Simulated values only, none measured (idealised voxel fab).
process module | voxel self aligned vias
cross-section cut | 240 nm wide | cells 5 nm
A cross-section is a grid of square cells, given in bands from the top down. A band is one or more rows of cells.
Each band's line starts with the height of the band's top and of its bottom, in nm. Then come its materials from left to right, each with its width in nm. One material with "throughout" fills the band from edge to edge. "air" is empty space.
Height 0 is the level under which the wafer as received is all one material. The lowest band goes on downwards, as in "0 down".
A width such as "30 to 40" changes by the same amount from each row of cells to the next, from the band's top row to its bottom row.
"no change" after a step means that no cell of the cross-section changed.
closed voids: empty space of 8 cells or more with no open way to the top, each as width x height at its distance from the left edge, in nm
after a step's settings: what the simulator itself notes on the step
overlay nm, on a step with a mask: how far to the right of its planned place the mask lay; to the left if negative
plan
1 op RECEIVE | material Si
2 op CONFORMAL_DEP | material SiO2 | thk nm 15
3 op CONFORMAL_DEP | material SiCN | thk nm 5
4 op DIRECTIONAL_DEP | material lowk | thk nm 25
5 op MASKED_ETCH | tone open | mask id LINES | width nm 30 | pitch nm 65 | etch materials lowk | depth nm 25 | overlay nm 0
6 op CONFORMAL_DEP | material TiN | thk nm 5
7 op FILL_DEP | material W | thk nm 10
8 op CMP | height nm 45
9 op SELECTIVE_ETCH | etch materials W Ru TiN | depth nm 10
10 op FILL_DEP | material SiN | thk nm 5
11 op CMP | height nm 45
12 op DIRECTIONAL_DEP | material lowk | thk nm 20
13 op PATTERN | tone open | mask id VIAS | material resist | width nm 40 | pitch nm 65 | thk nm 15 | overlay nm 0
14 op DIRECTIONAL_ETCH | etch materials lowk | depth nm 20
15 op DIRECTIONAL_ETCH | etch materials SiN | depth nm 10
16 op STRIP | etch materials resist
17 op CONFORMAL_DEP | material TiN | thk nm 5
18 op FILL_DEP | material Cu | thk nm 5
19 op CMP | height nm 65
20 op CONFORMAL_DEP | material SiCN | thk nm 5
as received, after step 1
  0 down: Si throughout
  closed voids: none
a wafer at the end: this start, this plan, one mistake
  65 to 60: SiCN throughout
  60 to 50: lowk 35 | TiN 5 | Cu 30 | TiN 5 | lowk 25 | TiN 5 | Cu 30 | TiN 5 | lowk 25 | TiN 5 | Cu 30 | TiN 5 | lowk 35
  50 to 40: lowk 35 to 40 | TiN 10 to 5 | Cu 20 | TiN 10 to 5 | lowk 25 to 35 | TiN 10 to 5 | Cu 20 | TiN 10 to 5 | lowk 25 to 35 | TiN 10 to 5 | Cu 20 | TiN 10 to 5 | lowk 35 to 40
  40 to 35: lowk 40 | TiN 30 | lowk 35 | TiN 30 | lowk 35 | TiN 30 | lowk 40
  35 to 25: lowk 40 | TiN 5 | W 20 | TiN 5 | lowk 35 | TiN 5 | W 20 | TiN 5 | lowk 35 | TiN 5 | W 20 | TiN 5 | lowk 40
  25 to 20: lowk 40 | TiN 30 | lowk 35 | TiN 30 | lowk 35 | TiN 30 | lowk 40
  20 to 15: SiCN throughout
  15 to 0: SiO2 throughout
  0 down: Si throughout
  closed voids: none
what went wrong: step 19 ran as: op CMP | height nm 60
